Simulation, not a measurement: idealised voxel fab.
Process module in this document: voxel released beams
It is cross-section cut that appears here, measuring 220 nm in width, its square cells being 5 nm in size.
Notation: cross-section as square-cell grid; stated in bands, top first, going down; one or more cell rows per band. Look at the band entry: it leads with the top's height and the bottom's height in nm. Then it lists the materials left to right, with a width in nm for each. The word "all across" on a single material says that material fills the band edge to edge. The word "blank" is empty space. For the purposes of this specification, 0 denotes the height below which the wafer in its as-received condition is composed wholly of one material, and the lowermost band, lacking a lower limit, extends downward without end, as expressed in "0 and below". A two-number width, for instance "30 to 40", indicates that the width is equal to the first number in the top row of the band and to the second number in the bottom row, and that it changes by a constant amount per row of cells. Basically "nothing different" means that step didn't change any cell in the cross-section. "Closed-off voids": sealed empty spaces, 8 cells or more, no open way to top, listed width x height at distance, with distance from the left edge and width, height and distance in nm. Read whatever lies past the settings on a step's line as the simulator's own remark about the step. When a step includes a mask, the "overlay nm" setting on its line states how far to the right of its planned place that mask lay, and negative values state how far to the left.
-- Intended process steps
1 RECEIVE [material Si]
2 CONFORMAL_DEP [material SiN] [thk nm 5]
3 DIRECTIONAL_DEP [material SiO2] [thk nm 5]
4 MASKED_ETCH [tone open] [mask id ANCHOR] [width nm 35] [etch materials SiO2] [depth nm 10] [overlay nm 0]
5 CONFORMAL_DEP [material TiN] [thk nm 15]
6 DIRECTIONAL_DEP [material aC] [thk nm 10]
7 PATTERN [tone cover] [mask id BEAM] [material resist] [width nm 90] [thk nm 30] [overlay nm 0]
8 DIRECTIONAL_ETCH [etch materials aC] [depth nm 10]
9 STRIP [etch materials resist]
10 DIRECTIONAL_ETCH [etch materials TiN] [depth nm 15]
11 STRIP [etch materials aC]
12 STRIP [etch materials SiO2]
Don't read the plan's thk nm for step 3 as applying to every wafer: that's the first wafer's value, and the wafers differ in it, though they all start identical.
-- Cross-section: the first of several wafers in its as-received state, i.e. following step 1
	0 and below = Si all across
	Closed-off voids: none
-- Cross-section of the first of several wafers, taken after step 12, where the module ends
	25 down to 20 = 60 of blank; 20 of TiN; 5 of blank; 65 of TiN; 70 of blank
	20 down to 10 = 60 of blank; 90 of TiN; 70 of blank
	10 down to 5 = 65 of blank; 35 of TiN; 120 of blank
	5 down to 0 = SiN all across
	0 and below = Si all across
	Closed-off voids: none
-- Cross-section at module completion, last wafer
	5 down to 0 = SiN all across
	0 and below = Si all across
	Closed-off voids: none
-- So in this table every wafer gets its own row, and what you see is where it stands at the end of the module: for each material, how many cells it picked up (+) or gave up (-) since we received it, and after that its closed voids
thk nm 5, +44 SiN, +60 TiN, Closed-off voids: none
thk nm 10, +44 SiN, +66 TiN, Closed-off voids: none
thk nm 15, +44 SiN, Closed-off voids: none
thk nm 20, +44 SiN, Closed-off voids: none
thk nm 25, +44 SiN, Closed-off voids: none
